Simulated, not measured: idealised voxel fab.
Process module in this document: voxel gate over fins
Xsec cut, 220 nm wide, square cell size 5 nm.
The cross-sections in this document take the form of a grid made of square cells. They are written out as bands, in order from top to bottom. Each band consists of one or more rows of cells.
Quick guide to a band line: top height, bottom height (nm) up front; then every material left to right with its width in nm. Only one material and it's marked "all across"? Then it fills the band edge to edge. And "empty" just means empty space.
Note: height 0 marks the level under which the wafer is uniformly one material as received. Lowest band unbounded below, written "0 and below".
When a width is written as two numbers, as in "30..40", the first number is the width in the top row of cells of the band and the second is the width in its bottom row, and the width changes by the same amount from each row to the next.
"remains unaltered" means the step left every cell of the cross-section as it was.
"Enclosed void inventory" enumerates empty spaces isolated from the top, with no open way to it, that contain at least 8 cells, giving each as width x height at distance from the left edge, all three in nm.
Note: text after step settings on the step line = simulator remark on that step.
If you see "overlay nm" on a step's line and that step has a mask, it's telling you how far right of where it was planned the mask ended up; a negative number means it went left instead.
[Planned process steps]
1. RECEIVE, material Si
2. CONFORMAL_DEP, material SiN, thk nm 5
3. MASKED_ETCH, tone cover, mask id FINS, width nm 15, pitch nm 50, etch materials SiN, depth nm 5, overlay nm 0
4. MASKED_ETCH, tone cover, mask id FINS, width nm 15, pitch nm 50, etch materials Si, depth nm 40, overlay nm 0
5. FILL_DEP, material SiO2, thk nm 5
6. CMP, height nm 5
7. PATTERN, tone open, mask id RAIL, material resist, width nm 15, thk nm 15, overlay nm 0
8. DIRECTIONAL_ETCH, etch materials SiO2, depth nm 40
9. STRIP, etch materials resist
10. CONFORMAL_DEP, material TiN, thk nm 5
11. FILL_DEP, material Ru, thk nm 10
12. CMP, height nm 5
13. SELECTIVE_ETCH, etch materials W Ru TiN, depth nm 30
14. FILL_DEP, material SiO2, thk nm 5
15. CMP, height nm 5
16. SELECTIVE_ETCH, etch materials SiO2, depth nm 20
17. STRIP, etch materials SiN
18. CONFORMAL_DEP, material HfO2, thk nm 5
19. CONFORMAL_DEP, material TiN, thk nm 5
20. CONFORMAL_DEP, material TiAl, thk nm 5
21. CONFORMAL_DEP, material TiN, thk nm 5
22. FILL_DEP, material W, thk nm 15
23. CMP, height nm 30
24. CONFORMAL_DEP, material SiN, thk nm 5
[Of two wafers, the first: run according to plan]
[Cross-section: wafer on arrival = after step 1]
0 and below: Si all across
Enclosed void inventory: none
[The wafer, seen in cross-section, after step 2]
5 down to 0: SiN all across
Note: structure below 0 unchanged.
[The wafer, seen in cross-section, after step 3]
5 down to 0: empty: 50, SiN: 15, empty: 35, SiN: 15, empty: 35, SiN: 15, empty: 55
Note: structure below 0 unchanged.
[The wafer, seen in cross-section, after step 4]
5 down to 0: empty: 50, SiN: 15, empty: 35, SiN: 15, empty: 35, SiN: 15, empty: 55
0 down to -40: empty: 50, Si: 15, empty: 35, Si: 15, empty: 35, Si: 15, empty: 55
Note: structure below -40 unchanged.
[The wafer, seen in cross-section, after step 5]
10 down to 5: SiO2 all across
5 down to 0: SiO2: 50, SiN: 15, SiO2: 35, SiN: 15, SiO2: 35, SiN: 15, SiO2: 55
0 down to -40: SiO2: 50, Si: 15, SiO2: 35, Si: 15, SiO2: 35, Si: 15, SiO2: 55
Note: structure below -40 unchanged.
[The wafer, seen in cross-section, after step 6]
5 down to 0: SiO2: 50, SiN: 15, SiO2: 35, SiN: 15, SiO2: 35, SiN: 15, SiO2: 55
Note: structure below 0 unchanged.
[The wafer, seen in cross-section, after step 7]
20 down to 5: resist: 75, empty: 15, resist: 130
Note: structure below 5 unchanged.
[The wafer, seen in cross-section, after step 8]
20 down to 5: resist: 75, empty: 15, resist: 130
5 down to 0: SiO2: 50, SiN: 15, SiO2: 10, empty: 15, SiO2: 10, SiN: 15, SiO2: 35, SiN: 15, SiO2: 55
0 down to -35: SiO2: 50, Si: 15, SiO2: 10, empty: 15, SiO2: 10, Si: 15, SiO2: 35, Si: 15, SiO2: 55
Note: structure below -35 unchanged.
[The wafer, seen in cross-section, after step 9]
5 down to 0: SiO2: 50, SiN: 15, SiO2: 10, empty: 15, SiO2: 10, SiN: 15, SiO2: 35, SiN: 15, SiO2: 55
Note: structure below 0 unchanged.
[The wafer, seen in cross-section, after step 10]
10 down to 5: TiN: 80, empty: 5, TiN: 135
5 down to 0: SiO2: 50, SiN: 15, SiO2: 10, TiN: 5, empty: 5, TiN: 5, SiO2: 10, SiN: 15, SiO2: 35, SiN: 15, SiO2: 55
0 down to -30: SiO2: 50, Si: 15, SiO2: 10, TiN: 5, empty: 5, TiN: 5, SiO2: 10, Si: 15, SiO2: 35, Si: 15, SiO2: 55
-30 down to -35: SiO2: 50, Si: 15, SiO2: 10, TiN: 15, SiO2: 10, Si: 15, SiO2: 35, Si: 15, SiO2: 55
Note: structure below -35 unchanged.
[The wafer, seen in cross-section, after step 11]
20 down to 10: Ru all across
10 down to 5: TiN: 80, Ru: 5, TiN: 135
5 down to 0: SiO2: 50, SiN: 15, SiO2: 10, TiN: 5, Ru: 5, TiN: 5, SiO2: 10, SiN: 15, SiO2: 35, SiN: 15, SiO2: 55
0 down to -30: SiO2: 50, Si: 15, SiO2: 10, TiN: 5, Ru: 5, TiN: 5, SiO2: 10, Si: 15, SiO2: 35, Si: 15, SiO2: 55
Note: structure below -30 unchanged.
[The wafer, seen in cross-section, after step 12]
5 down to 0: SiO2: 50, SiN: 15, SiO2: 10, TiN: 5, Ru: 5, TiN: 5, SiO2: 10, SiN: 15, SiO2: 35, SiN: 15, SiO2: 55
Note: structure below 0 unchanged.
[The wafer, seen in cross-section, after step 13]
5 down to 0: SiO2: 50, SiN: 15, SiO2: 10, empty: 15, SiO2: 10, SiN: 15, SiO2: 35, SiN: 15, SiO2: 55
0 down to -25: SiO2: 50, Si: 15, SiO2: 10, empty: 15, SiO2: 10, Si: 15, SiO2: 35, Si: 15, SiO2: 55
Note: structure below -25 unchanged.
[The wafer, seen in cross-section, after step 14]
10 down to 5: SiO2 all across
5 down to 0: SiO2: 50, SiN: 15, SiO2: 35, SiN: 15, SiO2: 35, SiN: 15, SiO2: 55
0 down to -25: SiO2: 50, Si: 15, SiO2: 35, Si: 15, SiO2: 35, Si: 15, SiO2: 55
Note: structure below -25 unchanged.
[The wafer, seen in cross-section, after step 15]
5 down to 0: SiO2: 50, SiN: 15, SiO2: 35, SiN: 15, SiO2: 35, SiN: 15, SiO2: 55
Note: structure below 0 unchanged.
[The wafer, seen in cross-section, after step 16]
5 down to 0: empty: 50, SiN: 15, empty: 35, SiN: 15, empty: 35, SiN: 15, empty: 55
0 down to -15: empty: 50, Si: 15, empty: 35, Si: 15, empty: 35, Si: 15, empty: 55
Note: structure below -15 unchanged.
[The wafer, seen in cross-section, after step 17]
0 down to -15: empty: 50, Si: 15, empty: 35, Si: 15, empty: 35, Si: 15, empty: 55
Note: structure below -15 unchanged.
[The wafer, seen in cross-section, after step 18]
5 down to 0: empty: 45, HfO2: 25, empty: 25, HfO2: 25, empty: 25, HfO2: 25, empty: 50
0 down to -10: empty: 45, HfO2: 5, Si: 15, HfO2: 5, empty: 25, HfO2: 5, Si: 15, HfO2: 5, empty: 25, HfO2: 5, Si: 15, HfO2: 5, empty: 50
-10 down to -15: HfO2: 50, Si: 15, HfO2: 35, Si: 15, HfO2: 35, Si: 15, HfO2: 55
Note: structure below -15 unchanged.
[The wafer, seen in cross-section, after step 19]
10 down to 5: empty: 40, TiN: 35, empty: 15, TiN: 35, empty: 15, TiN: 35, empty: 45
5 down to 0: empty: 40, TiN: 5, HfO2: 25, TiN: 5, empty: 15, TiN: 5, HfO2: 25, TiN: 5, empty: 15, TiN: 5, HfO2: 25, TiN: 5, empty: 45
0 down to -5: empty: 40, TiN: 5, HfO2: 5, Si: 15, HfO2: 5, TiN: 5, empty: 15, TiN: 5, HfO2: 5, Si: 15, HfO2: 5, TiN: 5, empty: 15, TiN: 5, HfO2: 5, Si: 15, HfO2: 5, TiN: 5, empty: 45
-5 down to -10: TiN: 45, HfO2: 5, Si: 15, HfO2: 5, TiN: 25, HfO2: 5, Si: 15, HfO2: 5, TiN: 25, HfO2: 5, Si: 15, HfO2: 5, TiN: 50
Note: structure below -10 unchanged.
[The wafer, seen in cross-section, after step 20]
15 down to 10: empty: 35, TiAl: 45, empty: 5, TiAl: 45, empty: 5, TiAl: 45, empty: 40
10 down to 5: empty: 35, TiAl: 5, TiN: 35, TiAl: 5, empty: 5, TiAl: 5, TiN: 35, TiAl: 5, empty: 5, TiAl: 5, TiN: 35, TiAl: 5, empty: 40
5 down to 0: empty: 35, TiAl: 5, TiN: 5, HfO2: 25, TiN: 5, TiAl: 5, empty: 5, TiAl: 5, TiN: 5, HfO2: 25, TiN: 5, TiAl: 5, empty: 5, TiAl: 5, TiN: 5, HfO2: 25, TiN: 5, TiAl: 5, empty: 40
0 down to -5: TiAl: 40, TiN: 5, HfO2: 5, Si: 15, HfO2: 5, TiN: 5, TiAl: 15, TiN: 5, HfO2: 5, Si: 15, HfO2: 5, TiN: 5, TiAl: 15, TiN: 5, HfO2: 5, Si: 15, HfO2: 5, TiN: 5, TiAl: 45
Note: structure below -5 unchanged.
[The wafer, seen in cross-section, after step 21]
20 down to 15: empty: 30, TiN: 155, empty: 35
15 down to 10: empty: 30, TiN: 5, TiAl: 45, TiN: 5, TiAl: 45, TiN: 5, TiAl: 45, TiN: 5, empty: 35
10 down to 5: empty: 30, TiN: 5, TiAl: 5, TiN: 35, TiAl: 5, TiN: 5, TiAl: 5, TiN: 35, TiAl: 5, TiN: 5, TiAl: 5, TiN: 35, TiAl: 5, TiN: 5, empty: 35
5 down to 0: TiN: 35, TiAl: 5, TiN: 5, HfO2: 25, TiN: 5, TiAl: 5, TiN: 5, TiAl: 5, TiN: 5, HfO2: 25, TiN: 5, TiAl: 5, TiN: 5, TiAl: 5, TiN: 5, HfO2: 25, TiN: 5, TiAl: 5, TiN: 40
Note: structure below 0 unchanged.
[The wafer, seen in cross-section, after step 22]
35 down to 20: W all across
20 down to 15: W: 30, TiN: 155, W: 35
15 down to 10: W: 30, TiN: 5, TiAl: 45, TiN: 5, TiAl: 45, TiN: 5, TiAl: 45, TiN: 5, W: 35
10 down to 5: W: 30, TiN: 5, TiAl: 5, TiN: 35, TiAl: 5, TiN: 5, TiAl: 5, TiN: 35, TiAl: 5, TiN: 5, TiAl: 5, TiN: 35, TiAl: 5, TiN: 5, W: 35
Note: structure below 5 unchanged.
[The wafer, seen in cross-section, after step 23]
30 down to 20: W all across
Note: structure below 20 unchanged.
[The wafer, seen in cross-section, after step 24]
35 down to 30: SiN all across
Note: structure below 30 unchanged.
[Wafer two: like wafer one in start and plan, but with one mistake in execution; identical up to and including step 17]
[Second wafer, cross-section, planned end of step 18]
15 down to 0: empty: 35, HfO2: 45, empty: 5, HfO2: 45, empty: 5, HfO2: 45, empty: 40
0 down to -15: HfO2: 50, Si: 15, HfO2: 35, Si: 15, HfO2: 35, Si: 15, HfO2: 55
Note: structure below -15 unchanged.
[Second wafer, cross-section, planned end of step 19]
20 down to 15: empty: 30, TiN: 155, empty: 35
15 down to 5: empty: 30, TiN: 5, HfO2: 45, TiN: 5, HfO2: 45, TiN: 5, HfO2: 45, TiN: 5, empty: 35
5 down to 0: TiN: 35, HfO2: 45, TiN: 5, HfO2: 45, TiN: 5, HfO2: 45, TiN: 40
Note: structure below 0 unchanged.
[Second wafer, cross-section, planned end of step 20]
25 down to 20: empty: 25, TiAl: 165, empty: 30
20 down to 15: empty: 25, TiAl: 5, TiN: 155, TiAl: 5, empty: 30
15 down to 10: empty: 25, TiAl: 5, TiN: 5, HfO2: 45, TiN: 5, HfO2: 45, TiN: 5, HfO2: 45, TiN: 5, TiAl: 5, empty: 30
10 down to 5: TiAl: 30, TiN: 5, HfO2: 45, TiN: 5, HfO2: 45, TiN: 5, HfO2: 45, TiN: 5, TiAl: 35
Note: structure below 5 unchanged.
[Second wafer, cross-section, planned end of step 21]
30 down to 25: empty: 20, TiN: 175, empty: 25
25 down to 20: empty: 20, TiN: 5, TiAl: 165, TiN: 5, empty: 25
20 down to 15: empty: 20, TiN: 5, TiAl: 5, TiN: 155, TiAl: 5, TiN: 5, empty: 25
15 down to 10: TiN: 25, TiAl: 5, TiN: 5, HfO2: 45, TiN: 5, HfO2: 45, TiN: 5, HfO2: 45, TiN: 5, TiAl: 5, TiN: 30
Note: structure below 10 unchanged.
[Second wafer, cross-section, planned end of step 22]
45 down to 30: W all across
30 down to 25: W: 20, TiN: 175, W: 25
25 down to 20: W: 20, TiN: 5, TiAl: 165, TiN: 5, W: 25
20 down to 15: W: 20, TiN: 5, TiAl: 5, TiN: 155, TiAl: 5, TiN: 5, W: 25
Note: structure below 15 unchanged.
[Second wafer, cross-section, planned end of step 23]
30 down to 25: W: 20, TiN: 175, W: 25
Note: structure below 25 unchanged.
[Second wafer, cross-section, planned end of step 24]
35 down to 30: SiN all across
Note: structure below 30 unchanged.
Deviation from plan: not per plan at step 18, really ran CONFORMAL_DEP, material HfO2, thk nm 15
Final wafer comparison in cells, second versus first, more or fewer per material: +124 HfO2 | -12 TiAl | -12 TiN | -100 W
